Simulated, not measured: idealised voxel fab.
process module | voxel wiring stack
cross-section cut | 210 nm wide | cells 5 nm
A cross-section is a grid of square cells, given in bands from the top down. A band is one or more rows of cells.
Each band's line starts with the height of the band's top and of its bottom, in nm. Then come its materials from left to right, each with its width in nm. One material with "throughout" fills the band from edge to edge. "air" is empty space.
Height 0 is the level under which the wafer as received is all one material. The lowest band goes on downwards, as in "0 down".
A width such as "30 to 40" changes by the same amount from each row of cells to the next, from the band's top row to its bottom row.
"no change" after a step means that no cell of the cross-section changed.
closed voids: empty space of 8 cells or more with no open way to the top, each as width x height at its distance from the left edge, in nm
after a step's settings: what the simulator itself notes on the step
overlay nm, on a step with a mask: how far to the right of its planned place the mask lay; to the left if negative
plan
1 op RECEIVE | material Si
2 op CONFORMAL_DEP | material SiO2 | thk nm 10
3 op DIRECTIONAL_DEP | material TiN | thk nm 5
4 op DIRECTIONAL_DEP | material Ru | thk nm 25
5 op DIRECTIONAL_DEP | material aC | thk nm 10
6 op PATTERN | tone cover | mask id METAL_1 | material resist | width nm 25 | pitch nm 40 | thk nm 25 | overlay nm 0
7 op DIRECTIONAL_ETCH | etch materials aC | depth nm 10
8 op STRIP | etch materials resist
9 op DIRECTIONAL_ETCH | etch materials Ru | depth nm 25
10 op DIRECTIONAL_ETCH | etch materials TiN | depth nm 5
11 op STRIP | etch materials aC
12 op FILL_DEP | material SiO2 | thk nm 5
13 op CMP | height nm 40
14 op CONFORMAL_DEP | material SiCN | thk nm 5
15 op DIRECTIONAL_DEP | material SiO2 | thk nm 15
16 op MASKED_ETCH | tone open | mask id PLUG_1 | width nm 15 | pitch nm 40 | etch materials SiO2 | depth nm 15 | overlay nm 0
17 op MASKED_ETCH | tone open | mask id PLUG_1 | width nm 15 | pitch nm 40 | etch materials SiCN | depth nm 5 | overlay nm 0
18 op CONFORMAL_DEP | material TiN | thk nm 5
19 op FILL_DEP | material Ru | thk nm 10
20 op CMP | height nm 60
21 op CONFORMAL_DEP | material SiN | thk nm 5
22 op DIRECTIONAL_DEP | material lowk | thk nm 15
23 op DIRECTIONAL_DEP | material aC | thk nm 10
24 op PATTERN | tone open | mask id METAL_2 | material resist | width nm 25 | pitch nm 40 | thk nm 30 | overlay nm 0
25 op DIRECTIONAL_ETCH | etch materials aC | depth nm 10
26 op STRIP | etch materials resist
27 op DIRECTIONAL_ETCH | etch materials lowk | depth nm 15
28 op DIRECTIONAL_ETCH | etch materials SiN | depth nm 5
29 op STRIP | etch materials aC
30 op CONFORMAL_DEP | material TiN | thk nm 5
31 op FILL_DEP | material Cu | thk nm 5
32 op CMP | height nm 80
33 op CONFORMAL_DEP | material SiCN | thk nm 5
34 op DIRECTIONAL_DEP | material SiO2 | thk nm 30
35 op MASKED_ETCH | tone open | mask id METAL_3_HOLES | width nm 15 | pitch nm 80 | etch materials SiO2 | depth nm 30 | overlay nm 0
36 op DIRECTIONAL_DEP | material aC | thk nm 15
37 op PATTERN | tone open | mask id METAL_3 | material resist | width nm 25 | pitch nm 40 | thk nm 30 | overlay nm 0
38 op DIRECTIONAL_ETCH | etch materials aC | depth nm 15
39 op STRIP | etch materials resist
40 op DIRECTIONAL_ETCH | etch materials SiO2 | depth nm 20
41 op DIRECTIONAL_ETCH | etch materials SiCN | depth nm 5
42 op STRIP | etch materials aC
43 op CONFORMAL_DEP | material TiN | thk nm 5
44 op FILL_DEP | material Cu | thk nm 10
45 op CMP | height nm 115
46 op CONFORMAL_DEP | material SiN | thk nm 5
first wafer, as planned
as received, after step 1
  0 down: Si throughout
  closed voids: none
after step 2
  10 to 0: SiO2 throughout
  below 0: unchanged
after step 3
  15 to 10: TiN throughout
  below 10: unchanged
after step 4
  40 to 15: Ru throughout
  below 15: unchanged
after step 5
  50 to 40: aC throughout
  below 40: unchanged
after step 6
  75 to 50: air 30 | resist 25 | air 15 | resist 25 | air 15 | resist 25 | air 15 | resist 25 | air 35
  below 50: unchanged
after step 7
  65 to 50: air 30 | resist 25 | air 15 | resist 25 | air 15 | resist 25 | air 15 | resist 25 | air 35
  50 to 40: air 30 | aC 25 | air 15 | aC 25 | air 15 | aC 25 | air 15 | aC 25 | air 35
  below 40: unchanged
after step 8
  50 to 40: air 30 | aC 25 | air 15 | aC 25 | air 15 | aC 25 | air 15 | aC 25 | air 35
  below 40: unchanged
after step 9
  50 to 40: air 30 | aC 25 | air 15 | aC 25 | air 15 | aC 25 | air 15 | aC 25 | air 35
  40 to 15: air 30 | Ru 25 | air 15 | Ru 25 | air 15 | Ru 25 | air 15 | Ru 25 | air 35
  below 15: unchanged
after step 10
  50 to 40: air 30 | aC 25 | air 15 | aC 25 | air 15 | aC 25 | air 15 | aC 25 | air 35
  40 to 15: air 30 | Ru 25 | air 15 | Ru 25 | air 15 | Ru 25 | air 15 | Ru 25 | air 35
  15 to 10: air 30 | TiN 25 | air 15 | TiN 25 | air 15 | TiN 25 | air 15 | TiN 25 | air 35
  below 10: unchanged
after step 11
  40 to 15: air 30 | Ru 25 | air 15 | Ru 25 | air 15 | Ru 25 | air 15 | Ru 25 | air 35
  below 15: unchanged
after step 12
  45 to 40: SiO2 throughout
  40 to 15: SiO2 30 | Ru 25 | SiO2 15 | Ru 25 | SiO2 15 | Ru 25 | SiO2 15 | Ru 25 | SiO2 35
  15 to 10: SiO2 30 | TiN 25 | SiO2 15 | TiN 25 | SiO2 15 | TiN 25 | SiO2 15 | TiN 25 | SiO2 35
  below 10: unchanged
after step 13
  40 to 15: SiO2 30 | Ru 25 | SiO2 15 | Ru 25 | SiO2 15 | Ru 25 | SiO2 15 | Ru 25 | SiO2 35
  below 15: unchanged
after step 14
  45 to 40: SiCN throughout
  below 40: unchanged
after step 15
  60 to 45: SiO2 throughout
  below 45: unchanged
after step 16
  60 to 45: SiO2 30 | air 15 | SiO2 25 | air 15 | SiO2 25 | air 15 | SiO2 25 | air 15 | SiO2 45
  below 45: unchanged
after step 17
  60 to 45: SiO2 30 | air 15 | SiO2 25 | air 15 | SiO2 25 | air 15 | SiO2 25 | air 15 | SiO2 45
  45 to 40: SiCN 30 | air 15 | SiCN 25 | air 15 | SiCN 25 | air 15 | SiCN 25 | air 15 | SiCN 45
  below 40: unchanged
after step 18
  65 to 60: TiN 35 | air 5 | TiN 35 | air 5 | TiN 35 | air 5 | TiN 35 | air 5 | TiN 50
  60 to 45: SiO2 30 | TiN 5 | air 5 | TiN 5 | SiO2 25 | TiN 5 | air 5 | TiN 5 | SiO2 25 | TiN 5 | air 5 | TiN 5 | SiO2 25 | TiN 5 | air 5 | TiN 5 | SiO2 45
  45 to 40: SiCN 30 | TiN 15 | SiCN 25 | TiN 15 | SiCN 25 | TiN 15 | SiCN 25 | TiN 15 | SiCN 45
  below 40: unchanged
after step 19
  75 to 65: Ru throughout
  65 to 60: TiN 35 | Ru 5 | TiN 35 | Ru 5 | TiN 35 | Ru 5 | TiN 35 | Ru 5 | TiN 50
  60 to 45: SiO2 30 | TiN 5 | Ru 5 | TiN 5 | SiO2 25 | TiN 5 | Ru 5 | TiN 5 | SiO2 25 | TiN 5 | Ru 5 | TiN 5 | SiO2 25 | TiN 5 | Ru 5 | TiN 5 | SiO2 45
  below 45: unchanged
after step 20
  60 to 45: SiO2 30 | TiN 5 | Ru 5 | TiN 5 | SiO2 25 | TiN 5 | Ru 5 | TiN 5 | SiO2 25 | TiN 5 | Ru 5 | TiN 5 | SiO2 25 | TiN 5 | Ru 5 | TiN 5 | SiO2 45
  below 45: unchanged
after step 21
  65 to 60: SiN throughout
  below 60: unchanged
after step 22
  80 to 65: lowk throughout
  below 65: unchanged
after step 23
  90 to 80: aC throughout
  below 80: unchanged
after step 24
  120 to 90: resist 30 | air 25 | resist 15 | air 25 | resist 15 | air 25 | resist 15 | air 25 | resist 35
  below 90: unchanged
after step 25
  110 to 90: resist 30 | air 25 | resist 15 | air 25 | resist 15 | air 25 | resist 15 | air 25 | resist 35
  90 to 80: aC 30 | air 25 | aC 15 | air 25 | aC 15 | air 25 | aC 15 | air 25 | aC 35
  below 80: unchanged
after step 26
  90 to 80: aC 30 | air 25 | aC 15 | air 25 | aC 15 | air 25 | aC 15 | air 25 | aC 35
  below 80: unchanged
after step 27
  90 to 80: aC 30 | air 25 | aC 15 | air 25 | aC 15 | air 25 | aC 15 | air 25 | aC 35
  80 to 65: lowk 30 | air 25 | lowk 15 | air 25 | lowk 15 | air 25 | lowk 15 | air 25 | lowk 35
  below 65: unchanged
after step 28
  90 to 80: aC 30 | air 25 | aC 15 | air 25 | aC 15 | air 25 | aC 15 | air 25 | aC 35
  80 to 65: lowk 30 | air 25 | lowk 15 | air 25 | lowk 15 | air 25 | lowk 15 | air 25 | lowk 35
  65 to 60: SiN 30 | air 25 | SiN 15 | air 25 | SiN 15 | air 25 | SiN 15 | air 25 | SiN 35
  below 60: unchanged
after step 29
  80 to 65: lowk 30 | air 25 | lowk 15 | air 25 | lowk 15 | air 25 | lowk 15 | air 25 | lowk 35
  below 65: unchanged
after step 30
  85 to 80: TiN 35 | air 15 | TiN 25 | air 15 | TiN 25 | air 15 | TiN 25 | air 15 | TiN 40
  80 to 65: lowk 30 | TiN 5 | air 15 | TiN 5 | lowk 15 | TiN 5 | air 15 | TiN 5 | lowk 15 | TiN 5 | air 15 | TiN 5 | lowk 15 | TiN 5 | air 15 | TiN 5 | lowk 35
  65 to 60: SiN 30 | TiN 25 | SiN 15 | TiN 25 | SiN 15 | TiN 25 | SiN 15 | TiN 25 | SiN 35
  below 60: unchanged
after step 31
  90 to 85: Cu throughout
  85 to 80: TiN 35 | Cu 15 | TiN 25 | Cu 15 | TiN 25 | Cu 15 | TiN 25 | Cu 15 | TiN 40
  80 to 65: lowk 30 | TiN 5 | Cu 15 | TiN 5 | lowk 15 | TiN 5 | Cu 15 | TiN 5 | lowk 15 | TiN 5 | Cu 15 | TiN 5 | lowk 15 | TiN 5 | Cu 15 | TiN 5 | lowk 35
  below 65: unchanged
after step 32
  80 to 65: lowk 30 | TiN 5 | Cu 15 | TiN 5 | lowk 15 | TiN 5 | Cu 15 | TiN 5 | lowk 15 | TiN 5 | Cu 15 | TiN 5 | lowk 15 | TiN 5 | Cu 15 | TiN 5 | lowk 35
  below 65: unchanged
after step 33
  85 to 80: SiCN throughout
  below 80: unchanged
after step 34
  115 to 85: SiO2 throughout
  below 85: unchanged
after step 35
  115 to 85: SiO2 30 | air 15 | SiO2 65 | air 15 | SiO2 85
  below 85: unchanged
after step 36
  130 to 115: aC 30 | air 15 | aC 65 | air 15 | aC 85
  115 to 100: SiO2 30 | air 15 | SiO2 65 | air 15 | SiO2 85
  100 to 85: SiO2 30 | aC 15 | SiO2 65 | aC 15 | SiO2 85
  below 85: unchanged
after step 37
  160 to 130: resist 30 | air 25 | resist 15 | air 25 | resist 15 | air 25 | resist 15 | air 25 | resist 35
  below 130: unchanged
after step 38
  145 to 130: resist 30 | air 25 | resist 15 | air 25 | resist 15 | air 25 | resist 15 | air 25 | resist 35
  130 to 115: aC 30 | air 25 | aC 15 | air 25 | aC 15 | air 25 | aC 15 | air 25 | aC 35
  115 to 85: SiO2 30 | air 15 | SiO2 65 | air 15 | SiO2 85
  below 85: unchanged
after step 39
  130 to 115: aC 30 | air 25 | aC 15 | air 25 | aC 15 | air 25 | aC 15 | air 25 | aC 35
  below 115: unchanged
after step 40
  130 to 115: aC 30 | air 25 | aC 15 | air 25 | aC 15 | air 25 | aC 15 | air 25 | aC 35
  115 to 95: SiO2 30 | air 25 | SiO2 15 | air 25 | SiO2 15 | air 25 | SiO2 15 | air 25 | SiO2 35
  below 95: unchanged
after step 41
  130 to 115: aC 30 | air 25 | aC 15 | air 25 | aC 15 | air 25 | aC 15 | air 25 | aC 35
  115 to 95: SiO2 30 | air 25 | SiO2 15 | air 25 | SiO2 15 | air 25 | SiO2 15 | air 25 | SiO2 35
  95 to 85: SiO2 30 | air 15 | SiO2 65 | air 15 | SiO2 85
  85 to 80: SiCN 30 | air 15 | SiCN 65 | air 15 | SiCN 85
  below 80: unchanged
after step 42
  115 to 95: SiO2 30 | air 25 | SiO2 15 | air 25 | SiO2 15 | air 25 | SiO2 15 | air 25 | SiO2 35
  below 95: unchanged
after step 43
  120 to 115: TiN 35 | air 15 | TiN 25 | air 15 | TiN 25 | air 15 | TiN 25 | air 15 | TiN 40
  115 to 100: SiO2 30 | TiN 5 | air 15 | TiN 5 | SiO2 15 | TiN 5 | air 15 | TiN 5 | SiO2 15 | TiN 5 | air 15 | TiN 5 | SiO2 15 | TiN 5 | air 15 | TiN 5 | SiO2 35
  100 to 95: SiO2 30 | TiN 5 | air 5 | TiN 15 | SiO2 15 | TiN 25 | SiO2 15 | TiN 5 | air 5 | TiN 15 | SiO2 15 | TiN 25 | SiO2 35
  95 to 85: SiO2 30 | TiN 5 | air 5 | TiN 5 | SiO2 65 | TiN 5 | air 5 | TiN 5 | SiO2 85
  85 to 80: SiCN 30 | TiN 15 | SiCN 65 | TiN 15 | SiCN 85
  below 80: unchanged
after step 44
  130 to 120: Cu throughout
  120 to 115: TiN 35 | Cu 15 | TiN 25 | Cu 15 | TiN 25 | Cu 15 | TiN 25 | Cu 15 | TiN 40
  115 to 100: SiO2 30 | TiN 5 | Cu 15 | TiN 5 | SiO2 15 | TiN 5 | Cu 15 | TiN 5 | SiO2 15 | TiN 5 | Cu 15 | TiN 5 | SiO2 15 | TiN 5 | Cu 15 | TiN 5 | SiO2 35
  100 to 95: SiO2 30 | TiN 5 | Cu 5 | TiN 15 | SiO2 15 | TiN 25 | SiO2 15 | TiN 5 | Cu 5 | TiN 15 | SiO2 15 | TiN 25 | SiO2 35
  95 to 85: SiO2 30 | TiN 5 | Cu 5 | TiN 5 | SiO2 65 | TiN 5 | Cu 5 | TiN 5 | SiO2 85
  below 85: unchanged
after step 45
  115 to 100: SiO2 30 | TiN 5 | Cu 15 | TiN 5 | SiO2 15 | TiN 5 | Cu 15 | TiN 5 | SiO2 15 | TiN 5 | Cu 15 | TiN 5 | SiO2 15 | TiN 5 | Cu 15 | TiN 5 | SiO2 35
  below 100: unchanged
after step 46
  120 to 115: SiN throughout
  below 115: unchanged
second wafer: like start, like plan, one mistake. Through step 2 it matches the first wafer
when step 3 should have ended: no change
when step 4 should have ended
  35 to 10: Ru throughout
  below 10: unchanged
when step 5 should have ended
  45 to 35: aC throughout
  below 35: unchanged
when step 6 should have ended
  70 to 45: air 30 | resist 25 | air 15 | resist 25 | air 15 | resist 25 | air 15 | resist 25 | air 35
  below 45: unchanged
when step 7 should have ended
  60 to 45: air 30 | resist 25 | air 15 | resist 25 | air 15 | resist 25 | air 15 | resist 25 | air 35
  45 to 35: air 30 | aC 25 | air 15 | aC 25 | air 15 | aC 25 | air 15 | aC 25 | air 35
  below 35: unchanged
when step 8 should have ended
  45 to 35: air 30 | aC 25 | air 15 | aC 25 | air 15 | aC 25 | air 15 | aC 25 | air 35
  below 35: unchanged
when step 9 should have ended
  45 to 35: air 30 | aC 25 | air 15 | aC 25 | air 15 | aC 25 | air 15 | aC 25 | air 35
  35 to 10: air 30 | Ru 25 | air 15 | Ru 25 | air 15 | Ru 25 | air 15 | Ru 25 | air 35
  below 10: unchanged
when step 10 should have ended: no change
when step 11 should have ended
  35 to 10: air 30 | Ru 25 | air 15 | Ru 25 | air 15 | Ru 25 | air 15 | Ru 25 | air 35
  below 10: unchanged
when step 12 should have ended
  40 to 35: SiO2 throughout
  35 to 10: SiO2 30 | Ru 25 | SiO2 15 | Ru 25 | SiO2 15 | Ru 25 | SiO2 15 | Ru 25 | SiO2 35
  below 10: unchanged
when step 13 should have ended: no change
when step 14 should have ended
  45 to 40: SiCN throughout
  below 40: unchanged
when step 15 should have ended
  60 to 45: SiO2 throughout
  below 45: unchanged
when step 16 should have ended
  60 to 45: SiO2 30 | air 15 | SiO2 25 | air 15 | SiO2 25 | air 15 | SiO2 25 | air 15 | SiO2 45
  below 45: unchanged
when step 17 should have ended
  60 to 45: SiO2 30 | air 15 | SiO2 25 | air 15 | SiO2 25 | air 15 | SiO2 25 | air 15 | SiO2 45
  45 to 40: SiCN 30 | air 15 | SiCN 25 | air 15 | SiCN 25 | air 15 | SiCN 25 | air 15 | SiCN 45
  below 40: unchanged
when step 18 should have ended
  65 to 60: TiN 35 | air 5 | TiN 35 | air 5 | TiN 35 | air 5 | TiN 35 | air 5 | TiN 50
  60 to 45: SiO2 30 | TiN 5 | air 5 | TiN 5 | SiO2 25 | TiN 5 | air 5 | TiN 5 | SiO2 25 | TiN 5 | air 5 | TiN 5 | SiO2 25 | TiN 5 | air 5 | TiN 5 | SiO2 45
  45 to 40: SiCN 30 | TiN 15 | SiCN 25 | TiN 15 | SiCN 25 | TiN 15 | SiCN 25 | TiN 15 | SiCN 45
  below 40: unchanged
when step 19 should have ended
  75 to 65: Ru throughout
  65 to 60: TiN 35 | Ru 5 | TiN 35 | Ru 5 | TiN 35 | Ru 5 | TiN 35 | Ru 5 | TiN 50
  60 to 45: SiO2 30 | TiN 5 | Ru 5 | TiN 5 | SiO2 25 | TiN 5 | Ru 5 | TiN 5 | SiO2 25 | TiN 5 | Ru 5 | TiN 5 | SiO2 25 | TiN 5 | Ru 5 | TiN 5 | SiO2 45
  below 45: unchanged
when step 20 should have ended
  60 to 45: SiO2 30 | TiN 5 | Ru 5 | TiN 5 | SiO2 25 | TiN 5 | Ru 5 | TiN 5 | SiO2 25 | TiN 5 | Ru 5 | TiN 5 | SiO2 25 | TiN 5 | Ru 5 | TiN 5 | SiO2 45
  below 45: unchanged
when step 21 should have ended
  65 to 60: SiN throughout
  below 60: unchanged
when step 22 should have ended
  80 to 65: lowk throughout
  below 65: unchanged
when step 23 should have ended
  90 to 80: aC throughout
  below 80: unchanged
when step 24 should have ended
  120 to 90: resist 30 | air 25 | resist 15 | air 25 | resist 15 | air 25 | resist 15 | air 25 | resist 35
  below 90: unchanged
when step 25 should have ended
  110 to 90: resist 30 | air 25 | resist 15 | air 25 | resist 15 | air 25 | resist 15 | air 25 | resist 35
  90 to 80: aC 30 | air 25 | aC 15 | air 25 | aC 15 | air 25 | aC 15 | air 25 | aC 35
  below 80: unchanged
when step 26 should have ended
  90 to 80: aC 30 | air 25 | aC 15 | air 25 | aC 15 | air 25 | aC 15 | air 25 | aC 35
  below 80: unchanged
when step 27 should have ended
  90 to 80: aC 30 | air 25 | aC 15 | air 25 | aC 15 | air 25 | aC 15 | air 25 | aC 35
  80 to 65: lowk 30 | air 25 | lowk 15 | air 25 | lowk 15 | air 25 | lowk 15 | air 25 | lowk 35
  below 65: unchanged
when step 28 should have ended
  90 to 80: aC 30 | air 25 | aC 15 | air 25 | aC 15 | air 25 | aC 15 | air 25 | aC 35
  80 to 65: lowk 30 | air 25 | lowk 15 | air 25 | lowk 15 | air 25 | lowk 15 | air 25 | lowk 35
  65 to 60: SiN 30 | air 25 | SiN 15 | air 25 | SiN 15 | air 25 | SiN 15 | air 25 | SiN 35
  below 60: unchanged
when step 29 should have ended
  80 to 65: lowk 30 | air 25 | lowk 15 | air 25 | lowk 15 | air 25 | lowk 15 | air 25 | lowk 35
  below 65: unchanged
when step 30 should have ended
  85 to 80: TiN 35 | air 15 | TiN 25 | air 15 | TiN 25 | air 15 | TiN 25 | air 15 | TiN 40
  80 to 65: lowk 30 | TiN 5 | air 15 | TiN 5 | lowk 15 | TiN 5 | air 15 | TiN 5 | lowk 15 | TiN 5 | air 15 | TiN 5 | lowk 15 | TiN 5 | air 15 | TiN 5 | lowk 35
  65 to 60: SiN 30 | TiN 25 | SiN 15 | TiN 25 | SiN 15 | TiN 25 | SiN 15 | TiN 25 | SiN 35
  below 60: unchanged
when step 31 should have ended
  90 to 85: Cu throughout
  85 to 80: TiN 35 | Cu 15 | TiN 25 | Cu 15 | TiN 25 | Cu 15 | TiN 25 | Cu 15 | TiN 40
  80 to 65: lowk 30 | TiN 5 | Cu 15 | TiN 5 | lowk 15 | TiN 5 | Cu 15 | TiN 5 | lowk 15 | TiN 5 | Cu 15 | TiN 5 | lowk 15 | TiN 5 | Cu 15 | TiN 5 | lowk 35
  below 65: unchanged
when step 32 should have ended
  80 to 65: lowk 30 | TiN 5 | Cu 15 | TiN 5 | lowk 15 | TiN 5 | Cu 15 | TiN 5 | lowk 15 | TiN 5 | Cu 15 | TiN 5 | lowk 15 | TiN 5 | Cu 15 | TiN 5 | lowk 35
  below 65: unchanged
when step 33 should have ended
  85 to 80: SiCN throughout
  below 80: unchanged
when step 34 should have ended
  115 to 85: SiO2 throughout
  below 85: unchanged
when step 35 should have ended
  115 to 85: SiO2 30 | air 15 | SiO2 65 | air 15 | SiO2 85
  below 85: unchanged
when step 36 should have ended
  130 to 115: aC 30 | air 15 | aC 65 | air 15 | aC 85
  115 to 100: SiO2 30 | air 15 | SiO2 65 | air 15 | SiO2 85
  100 to 85: SiO2 30 | aC 15 | SiO2 65 | aC 15 | SiO2 85
  below 85: unchanged
when step 37 should have ended
  160 to 130: resist 30 | air 25 | resist 15 | air 25 | resist 15 | air 25 | resist 15 | air 25 | resist 35
  below 130: unchanged
when step 38 should have ended
  145 to 130: resist 30 | air 25 | resist 15 | air 25 | resist 15 | air 25 | resist 15 | air 25 | resist 35
  130 to 115: aC 30 | air 25 | aC 15 | air 25 | aC 15 | air 25 | aC 15 | air 25 | aC 35
  115 to 85: SiO2 30 | air 15 | SiO2 65 | air 15 | SiO2 85
  below 85: unchanged
when step 39 should have ended
  130 to 115: aC 30 | air 25 | aC 15 | air 25 | aC 15 | air 25 | aC 15 | air 25 | aC 35
  below 115: unchanged
when step 40 should have ended
  130 to 115: aC 30 | air 25 | aC 15 | air 25 | aC 15 | air 25 | aC 15 | air 25 | aC 35
  115 to 95: SiO2 30 | air 25 | SiO2 15 | air 25 | SiO2 15 | air 25 | SiO2 15 | air 25 | SiO2 35
  below 95: unchanged
when step 41 should have ended
  130 to 115: aC 30 | air 25 | aC 15 | air 25 | aC 15 | air 25 | aC 15 | air 25 | aC 35
  115 to 95: SiO2 30 | air 25 | SiO2 15 | air 25 | SiO2 15 | air 25 | SiO2 15 | air 25 | SiO2 35
  95 to 85: SiO2 30 | air 15 | SiO2 65 | air 15 | SiO2 85
  85 to 80: SiCN 30 | air 15 | SiCN 65 | air 15 | SiCN 85
  below 80: unchanged
when step 42 should have ended
  115 to 95: SiO2 30 | air 25 | SiO2 15 | air 25 | SiO2 15 | air 25 | SiO2 15 | air 25 | SiO2 35
  below 95: unchanged
when step 43 should have ended
  120 to 115: TiN 35 | air 15 | TiN 25 | air 15 | TiN 25 | air 15 | TiN 25 | air 15 | TiN 40
  115 to 100: SiO2 30 | TiN 5 | air 15 | TiN 5 | SiO2 15 | TiN 5 | air 15 | TiN 5 | SiO2 15 | TiN 5 | air 15 | TiN 5 | SiO2 15 | TiN 5 | air 15 | TiN 5 | SiO2 35
  100 to 95: SiO2 30 | TiN 5 | air 5 | TiN 15 | SiO2 15 | TiN 25 | SiO2 15 | TiN 5 | air 5 | TiN 15 | SiO2 15 | TiN 25 | SiO2 35
  95 to 85: SiO2 30 | TiN 5 | air 5 | TiN 5 | SiO2 65 | TiN 5 | air 5 | TiN 5 | SiO2 85
  85 to 80: SiCN 30 | TiN 15 | SiCN 65 | TiN 15 | SiCN 85
  below 80: unchanged
when step 44 should have ended
  130 to 120: Cu throughout
  120 to 115: TiN 35 | Cu 15 | TiN 25 | Cu 15 | TiN 25 | Cu 15 | TiN 25 | Cu 15 | TiN 40
  115 to 100: SiO2 30 | TiN 5 | Cu 15 | TiN 5 | SiO2 15 | TiN 5 | Cu 15 | TiN 5 | SiO2 15 | TiN 5 | Cu 15 | TiN 5 | SiO2 15 | TiN 5 | Cu 15 | TiN 5 | SiO2 35
  100 to 95: SiO2 30 | TiN 5 | Cu 5 | TiN 15 | SiO2 15 | TiN 25 | SiO2 15 | TiN 5 | Cu 5 | TiN 15 | SiO2 15 | TiN 25 | SiO2 35
  95 to 85: SiO2 30 | TiN 5 | Cu 5 | TiN 5 | SiO2 65 | TiN 5 | Cu 5 | TiN 5 | SiO2 85
  below 85: unchanged
when step 45 should have ended
  115 to 100: SiO2 30 | TiN 5 | Cu 15 | TiN 5 | SiO2 15 | TiN 5 | Cu 15 | TiN 5 | SiO2 15 | TiN 5 | Cu 15 | TiN 5 | SiO2 15 | TiN 5 | Cu 15 | TiN 5 | SiO2 35
  below 100: unchanged
when step 46 should have ended
  120 to 115: SiN throughout
  below 115: unchanged
what went wrong: step 3 was left out
at the end the second wafer has, in cells: 20 more of SiO2 | 20 fewer of TiN
